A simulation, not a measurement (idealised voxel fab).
process module | voxel gate over fins
cross-section cut | 260 nm wide | cells 5 nm
The cross-sections in this document take the form of a grid made of square cells. They are written out as bands, in order from top to bottom. Each band consists of one or more rows of cells. This entry defines a band. It first specifies the height of the band's top and the height of its bottom in nm, and then specifies the band's materials from left to right, stating each material with its width in nm. The word "all across" identifies a single material that fills the band from edge to edge, while the word "blank" identifies empty space. Height datum 0, below which the as-received substrate wafer is one material. Lowest band open at the bottom, running downward: "from 0 down". Think of "30 to 40" as a width that walks from the first number to the second as you go down the band, top row to bottom row, taking equal-sized steps from row to row. Reading "no modifications" for a step: not a cell of the cross-section changed in it. "Voids, sealed" - sealed voids, min. 8 cells, no opening to top; format: width x height at distance (distance from left edge; nm throughout). It should be noted that, on the line of a given step, the content following the step's settings is a remark produced by the simulator itself with respect to that step. "overlay nm", when on a step's line for a step with a mask, measures how far to the right of its planned place the mask lay; a negative measure means to the left.
Below is the list of planned process steps
- 1: RECEIVE, material Si
- 2: CONFORMAL_DEP, material SiN, thk nm 5
- 3: MASKED_ETCH, tone cover, mask id FINS, width nm 15, pitch nm 60, etch materials SiN, depth nm 5, overlay nm 0
- 4: MASKED_ETCH, tone cover, mask id FINS, width nm 15, pitch nm 60, etch materials Si, depth nm 35, overlay nm 0
- 5: OXIDIZE, depth nm 5
- 6: FILL_DEP, material SiO2, thk nm 5
- 7: CMP, height nm 5
- 8: MASKED_ETCH, tone open, mask id RAIL, width nm 15, etch materials SiO2, depth nm 35, overlay nm 0
- 9: CONFORMAL_DEP, material TiN, thk nm 5
- 10: FILL_DEP, material Ru, thk nm 10
- 11: CMP, height nm 5
- 12: SELECTIVE_ETCH, etch materials W Ru TiN, depth nm 20
- 13: FILL_DEP, material SiO2, thk nm 5
- 14: CMP, height nm 5
- 15: SELECTIVE_ETCH, etch materials SiO2, depth nm 15
- 16: STRIP, etch materials SiN
- 17: CONFORMAL_DEP, material HfO2, thk nm 5
- 18: CONFORMAL_DEP, material TiN, thk nm 5
- 19: FILL_DEP, material W, thk nm 15
- 20: CMP, height nm 20
- 21: CONFORMAL_DEP, material SiN, thk nm 10
It is noted that the wafers described herein are identical at the outset and are distinguished by the width nm of step 8; the value stated in the plan corresponds to the first wafer.
Cross-section, first of several wafers, as delivered after step 1
	from 0 down = Si all across
	Voids, sealed: none
The table below has one row for each wafer; a row shows, as of the end of the module, how many cells of each material the wafer has gained, marked (+), or lost, marked (-), since it was received, and then the wafer's closed voids
width nm 15 | +64 HfO2 | +2 Ru | -392 Si | +104 SiN | +285 SiO2 | +71 TiN | +178 W | Voids, sealed: none
width nm 20 | +64 HfO2 | +4 Ru | -392 Si | +104 SiN | +282 SiO2 | +72 TiN | +178 W | Voids, sealed: none
width nm 25 | +64 HfO2 | +6 Ru | -392 Si | +104 SiN | +279 SiO2 | +73 TiN | +178 W | Voids, sealed: none
width nm 30 | +64 HfO2 | +8 Ru | -392 Si | +104 SiN | +276 SiO2 | +74 TiN | +178 W | Voids, sealed: none
